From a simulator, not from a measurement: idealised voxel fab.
Module name: voxel plated lines (process module)
This is section cut - it's 240 nm across, gridded in 5 nm square cells.
For the purposes of this document, a cross-section shall be understood as a grid of square cells, specified as bands listed in top-to-bottom order, each band consisting of one or more rows of cells. It is stipulated that each band's entry specify, in nanometres, the height of the top of the band and then that of its bottom, followed by the materials of the band in left-to-right sequence, each together with its width in nanometres. A single material marked by the word "edge to edge" is understood to fill the band from edge to edge; the word "blank" is understood to denote empty space. Basically, 0 is our baseline, since under it the wafer straight out of the box is all one material. The bottom band has no lower end and keeps on going down, so it looks like "0 -> down". The notation "30 to 40" denotes a width that varies across the rows of cells in the band, beginning at the first number in the top row, finishing at the second number in the bottom row, and changing by an identical amount from each row to the next. "nothing altered" for a step: no cell of the cross-section changed in that step. If an empty space has no open way to the top and is at least 8 cells in size, "Fully sealed cavities" lists it, written width x height at distance, where distance is measured from the left edge and every value is in nm. Note: text after step settings on the step line = simulator remark on that step. overlay nm, on a step with a mask: how far to the right of its planned place the mask lay; to the left if negative.

## This section lists the process steps that were planned
1,RECEIVE [material Si]
2,CONFORMAL_DEP [material SiO2] [thk nm 5]
3,DIRECTIONAL_DEP [material TiN] [thk nm 5]
4,PATTERN [tone open] [mask id LINES] [material resist] [width nm 20] [pitch nm 50] [thk nm 15] [overlay nm 0]
5,EPI [material Ru] [thk nm 5]
6,STRIP [etch materials resist]
7,DIRECTIONAL_ETCH [etch materials TiN] [depth nm 5]
8,CONFORMAL_DEP [material SiN] [thk nm 5]

## Cross-section: wafer on arrival = after step 1
> 0 -> down  Si edge to edge
> Fully sealed cavities: none

## Cross-sectional image of the first of two wafers at the end of the module, the run having proceeded as planned
> 20 -> 15  blank=30, SiN=30, blank=20, SiN=30, blank=20, SiN=30, blank=20, SiN=30, blank=30
> 15 -> 10  blank=30, SiN=5, Ru=20, SiN=5, blank=20, SiN=5, Ru=20, SiN=5, blank=20, SiN=5, Ru=20, SiN=5, blank=20, SiN=5, Ru=20, SiN=5, blank=30
> 10 -> 5  SiN=35, TiN=20, SiN=30, TiN=20, SiN=30, TiN=20, SiN=30, TiN=20, SiN=35
> 5 -> 0  SiO2 edge to edge
> 0 -> down  Si edge to edge
> Fully sealed cavities: none

## Cross-section at end of module for the second wafer of two, which matched the first in starting point and plan and differed by one mistake in its processing
> 20 -> 15  blank=30, SiN=30, blank=20, SiN=30, blank=20, SiN=30, blank=20, SiN=30, blank=30
> 15 -> 10  blank=30, SiN=5, Ru=20, SiN=5, blank=20, SiN=5, Ru=20, SiN=5, blank=20, SiN=5, Ru=20, SiN=5, blank=20, SiN=5, Ru=20, SiN=5, blank=30
> 10 -> 5  SiN=35, TiN=20, SiN=30, TiN=20, SiN=30, TiN=20, SiN=30, TiN=20, SiN=35
> 5 -> 0  TiN edge to edge
> 0 -> down  Si edge to edge
> Fully sealed cavities: none
Against the plan, the run slipped here: so step 2 ended up running with a different setting than we planned, it ran as CONFORMAL_DEP [material TiN] [thk nm 5]
The final cell counts differ between the wafers, with the second having more or fewer of some materials than the first: SiO2 -48; TiN +48
